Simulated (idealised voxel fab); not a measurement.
The process module that follows is named voxel self aligned contacts.
We display cut, a cross-section 195 nm in width whose square cells are each 5 nm.
How to read a cross-section here: the picture is a grid of square cells, written as bands going from the top down, and any band can span one or more rows of cells. The entry gives the band's vertical extent as a top height and a bottom height in nm, then its horizontal make-up as materials from left to right, each with a width in nm. "air" stands for empty space; a single material marked "edge to edge" fills the band edge to edge. Convention: height 0 is the level below which the wafer, as received, is all one material. The lowest band does not terminate at the bottom but continues downward, represented as "0..down". The notation "30 to 40" denotes a width that varies across the rows of cells in the band, beginning at the first number in the top row, finishing at the second number in the bottom row, and changing by an identical amount from each row to the next. "everything unchanged" -> step changed no cross-section cell. Heads up: "Enclosed internal voids" only lists the empty pockets with no open path to the top that are 8 cells or more, and it writes them as width x height at distance, distance from the left edge, in nm. after a step's settings: what the simulator itself notes on the step. For masked steps, "overlay nm" on the step line gives how far right of plan the mask actually lay; a minus sign means it lay to the left.
# The planned process steps are enumerated hereunder
- 1: RECEIVE [material Si]
- 2: CONFORMAL_DEP [material SiO2] [thk nm 5]
- 3: DIRECTIONAL_DEP [material polySi] [thk nm 25]
- 4: DIRECTIONAL_DEP [material SiN] [thk nm 25]
- 5: DIRECTIONAL_DEP [material aC] [thk nm 15]
- 6: PATTERN [tone cover] [mask id GATE] [material resist] [width nm 25] [pitch nm 65] [thk nm 35] [overlay nm 0]
- 7: DIRECTIONAL_ETCH [etch materials aC] [depth nm 15]
- 8: STRIP [etch materials resist]
- 9: DIRECTIONAL_ETCH [etch materials SiN] [depth nm 25]
- 10: DIRECTIONAL_ETCH [etch materials polySi] [depth nm 25]
- 11: STRIP [etch materials aC]
- 12: CONFORMAL_DEP [material SiN] [thk nm 10]
- 13: DIRECTIONAL_ETCH [etch materials SiN] [depth nm 10]
- 14: FILL_DEP [material SiO2] [thk nm 15]
- 15: CMP [height nm 60]
- 16: MASKED_ETCH [tone open] [mask id CONTACT] [width nm 50] [etch materials SiO2] [depth nm 60] [overlay nm 0]
- 17: CONFORMAL_DEP [material TiN] [thk nm 5]
- 18: FILL_DEP [material Ru] [thk nm 5]
- 19: CMP [height nm 60]
- 20: CONFORMAL_DEP [material SiN] [thk nm 5]
# First of two wafers - as planned
# This is the cross-section of the wafer as we received it, i.e. after step 1
  0..down | Si edge to edge
  Enclosed internal voids: none
# Step 2 complete: cross-section through the wafer
  5..0 | SiO2 edge to edge
  Rest of section, below 0: as before.
# Step 3 complete: cross-section through the wafer
  30..5 | polySi edge to edge
  Rest of section, below 5: as before.
# Step 4 complete: cross-section through the wafer
  55..30 | SiN edge to edge
  Rest of section, below 30: as before.
# Step 5 complete: cross-section through the wafer
  70..55 | aC edge to edge
  Rest of section, below 55: as before.
# Step 6 complete: cross-section through the wafer
  105..70 | air (50) | resist (25) | air (40) | resist (25) | air (55)
  Rest of section, below 70: as before.
# Step 7 complete: cross-section through the wafer
  90..70 | air (50) | resist (25) | air (40) | resist (25) | air (55)
  70..55 | air (50) | aC (25) | air (40) | aC (25) | air (55)
  Rest of section, below 55: as before.
# Step 8 complete: cross-section through the wafer
  70..55 | air (50) | aC (25) | air (40) | aC (25) | air (55)
  Rest of section, below 55: as before.
# Step 9 complete: cross-section through the wafer
  70..55 | air (50) | aC (25) | air (40) | aC (25) | air (55)
  55..30 | air (50) | SiN (25) | air (40) | SiN (25) | air (55)
  Rest of section, below 30: as before.
# Step 10 complete: cross-section through the wafer
  70..55 | air (50) | aC (25) | air (40) | aC (25) | air (55)
  55..30 | air (50) | SiN (25) | air (40) | SiN (25) | air (55)
  30..5 | air (50) | polySi (25) | air (40) | polySi (25) | air (55)
  Rest of section, below 5: as before.
# Step 11 complete: cross-section through the wafer
  55..30 | air (50) | SiN (25) | air (40) | SiN (25) | air (55)
  Rest of section, below 30: as before.
# Step 12 complete: cross-section through the wafer
  65..30 | air (40) | SiN (45) | air (20) | SiN (45) | air (45)
  30..15 | air (40) | SiN (10) | polySi (25) | SiN (10) | air (20) | SiN (10) | polySi (25) | SiN (10) | air (45)
  15..5 | SiN (50) | polySi (25) | SiN (40) | polySi (25) | SiN (55)
  Rest of section, below 5: as before.
# Step 13 complete: cross-section through the wafer
  55..30 | air (40) | SiN (45) | air (20) | SiN (45) | air (45)
  30..5 | air (40) | SiN (10) | polySi (25) | SiN (10) | air (20) | SiN (10) | polySi (25) | SiN (10) | air (45)
  Rest of section, below 5: as before.
# Step 14 complete: cross-section through the wafer
  70..55 | SiO2 edge to edge
  55..30 | SiO2 (40) | SiN (45) | SiO2 (20) | SiN (45) | SiO2 (45)
  30..5 | SiO2 (40) | SiN (10) | polySi (25) | SiN (10) | SiO2 (20) | SiN (10) | polySi (25) | SiN (10) | SiO2 (45)
  Rest of section, below 5: as before.
# Step 15 complete: cross-section through the wafer
  60..55 | SiO2 edge to edge
  Rest of section, below 55: as before.
# Step 16 complete: cross-section through the wafer
  60..55 | SiO2 (70) | air (50) | SiO2 (75)
  55..30 | SiO2 (40) | SiN (45) | air (20) | SiN (45) | SiO2 (45)
  30..5 | SiO2 (40) | SiN (10) | polySi (25) | SiN (10) | air (20) | SiN (10) | polySi (25) | SiN (10) | SiO2 (45)
  5..0 | SiO2 (85) | air (20) | SiO2 (90)
  Rest of section, below 0: as before.
# Step 17 complete: cross-section through the wafer
  65..60 | TiN (75) | air (40) | TiN (80)
  60..55 | SiO2 (70) | TiN (20) | air (10) | TiN (20) | SiO2 (75)
  55..30 | SiO2 (40) | SiN (45) | TiN (5) | air (10) | TiN (5) | SiN (45) | SiO2 (45)
  30..5 | SiO2 (40) | SiN (10) | polySi (25) | SiN (10) | TiN (5) | air (10) | TiN (5) | SiN (10) | polySi (25) | SiN (10) | SiO2 (45)
  5..0 | SiO2 (85) | TiN (20) | SiO2 (90)
  Rest of section, below 0: as before.
# Step 18 complete: cross-section through the wafer
  70..65 | Ru edge to edge
  65..60 | TiN (75) | Ru (40) | TiN (80)
  60..55 | SiO2 (70) | TiN (20) | Ru (10) | TiN (20) | SiO2 (75)
  55..30 | SiO2 (40) | SiN (45) | TiN (5) | Ru (10) | TiN (5) | SiN (45) | SiO2 (45)
  30..5 | SiO2 (40) | SiN (10) | polySi (25) | SiN (10) | TiN (5) | Ru (10) | TiN (5) | SiN (10) | polySi (25) | SiN (10) | SiO2 (45)
  Rest of section, below 5: as before.
# Step 19 complete: cross-section through the wafer
  60..55 | SiO2 (70) | TiN (20) | Ru (10) | TiN (20) | SiO2 (75)
  Rest of section, below 55: as before.
# Step 20 complete: cross-section through the wafer
  65..60 | SiN edge to edge
  Rest of section, below 60: as before.
# Regarding the second of the two wafers: it shared the first wafer's starting condition and process plan, yet one error occurred during its execution. Its history coincides with that of the first wafer up to and including step 15
# Second wafer profile in section, at the moment step 16 of the plan was meant to be complete
  60..55 | SiO2 (65) | air (60) | SiO2 (70)
  55..30 | SiO2 (40) | SiN (45) | air (20) | SiN (45) | SiO2 (45)
  30..5 | SiO2 (40) | SiN (10) | polySi (25) | SiN (10) | air (20) | SiN (10) | polySi (25) | SiN (10) | SiO2 (45)
  5..0 | SiO2 (85) | air (20) | SiO2 (90)
  Rest of section, below 0: as before.
# Second wafer profile in section, at the moment step 17 of the plan was meant to be complete
  65..60 | TiN (70) | air (50) | TiN (75)
  60..55 | SiO2 (65) | TiN (25) | air (10) | TiN (25) | SiO2 (70)
  55..30 | SiO2 (40) | SiN (45) | TiN (5) | air (10) | TiN (5) | SiN (45) | SiO2 (45)
  30..5 | SiO2 (40) | SiN (10) | polySi (25) | SiN (10) | TiN (5) | air (10) | TiN (5) | SiN (10) | polySi (25) | SiN (10) | SiO2 (45)
  5..0 | SiO2 (85) | TiN (20) | SiO2 (90)
  Rest of section, below 0: as before.
# Second wafer profile in section, at the moment step 18 of the plan was meant to be complete
  70..65 | Ru edge to edge
  65..60 | TiN (70) | Ru (50) | TiN (75)
  60..55 | SiO2 (65) | TiN (25) | Ru (10) | TiN (25) | SiO2 (70)
  55..30 | SiO2 (40) | SiN (45) | TiN (5) | Ru (10) | TiN (5) | SiN (45) | SiO2 (45)
  30..5 | SiO2 (40) | SiN (10) | polySi (25) | SiN (10) | TiN (5) | Ru (10) | TiN (5) | SiN (10) | polySi (25) | SiN (10) | SiO2 (45)
  Rest of section, below 5: as before.
# Second wafer profile in section, at the moment step 19 of the plan was meant to be complete
  60..55 | SiO2 (65) | TiN (25) | Ru (10) | TiN (25) | SiO2 (70)
  Rest of section, below 55: as before.
# Second wafer profile in section, at the moment step 20 of the plan was meant to be complete
  65..60 | SiN edge to edge
  Rest of section, below 60: as before.
what went wrong: step 16, actual vs plan mismatch, actual run MASKED_ETCH [tone open] [mask id CONTACT] [width nm 60] [etch materials SiO2] [depth nm 60] [overlay nm 0]
FYI, end of process, the second wafer has more or fewer cells of some materials than the first: SiO2 -2; TiN +2
